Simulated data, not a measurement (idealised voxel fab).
Process module name: voxel released beams
Displayed cross-section: cut, width of 290 nm, square cells sized 5 nm.
A cross-section is written here as square cells arranged in a grid, and it is given in bands from the top down, each band taking up one or more rows of cells. First you get the band's top height and its bottom height, in nm, and then the materials it's made of, left to right, with each width in nm. If you see a single material with "throughout", that one covers the band edge to edge. "blank" is empty space. Height datum 0, below which the as-received substrate wafer is one material. Lowest band open at the bottom, running downward: "0..down". The expression "30..40" gives the width at the extremes of the band, the first number at its top row of cells and the second at its bottom row, with the width changing by equal amounts from each row to the next in between. "remained the same" -> step changed no cross-section cell. "Fully sealed voids" contains a list of empty spaces, each no smaller than 8 cells and without an open way to the top, written in the form width x height at distance with the distance from the left edge and all three in nm. Anything after a step's settings on that line? It's the simulator's own note about the step. overlay nm: where the mask lay relative to plan, measured to the right, on steps with a mask; negatives go left.
**The planned process steps are enumerated hereunder**
- 1: RECEIVE with material Si
- 2: CONFORMAL_DEP with material SiN, thk nm 10
- 3: DIRECTIONAL_DEP with material SiO2, thk nm 10
- 4: MASKED_ETCH with tone open, mask id ANCHOR, width nm 45, etch materials SiO2, depth nm 10, overlay nm 0
- 5: CONFORMAL_DEP with material polySi, thk nm 15
- 6: MASKED_ETCH with tone cover, mask id BEAM, width nm 90, etch materials polySi, depth nm 15, overlay nm 0
- 7: STRIP with etch materials SiO2
**Cross-sectional view of the wafer in its as-received condition, corresponding to the state after step 1**
0..down | Si throughout
Fully sealed voids: none
**Run as planned - first of the two wafers cross-sectioned at the end of the module**
35..25 | blank=95, then polySi=20, then blank=15, then polySi=55, then blank=105
25..20 | blank=95, then polySi=90, then blank=105
20..10 | blank=100, then polySi=45, then blank=145
10..0 | SiN throughout
0..down | Si throughout
Fully sealed voids: none
**Second wafer through the module, sectioned at the end: same beginning and same plan as the first wafer, with one mistake in carrying it out**
50..35 | blank=95, then polySi=90, then blank=105
35..20 | polySi throughout
20..10 | SiO2=100, then polySi=45, then SiO2=145
10..0 | SiN throughout
0..down | Si throughout
Fully sealed voids: none
What was done differently from what was planned? step 5 was run twice
End check, counted in cells, second wafer has more or fewer of these materials than the first: 98 more of SiO2, 180 more of polySi
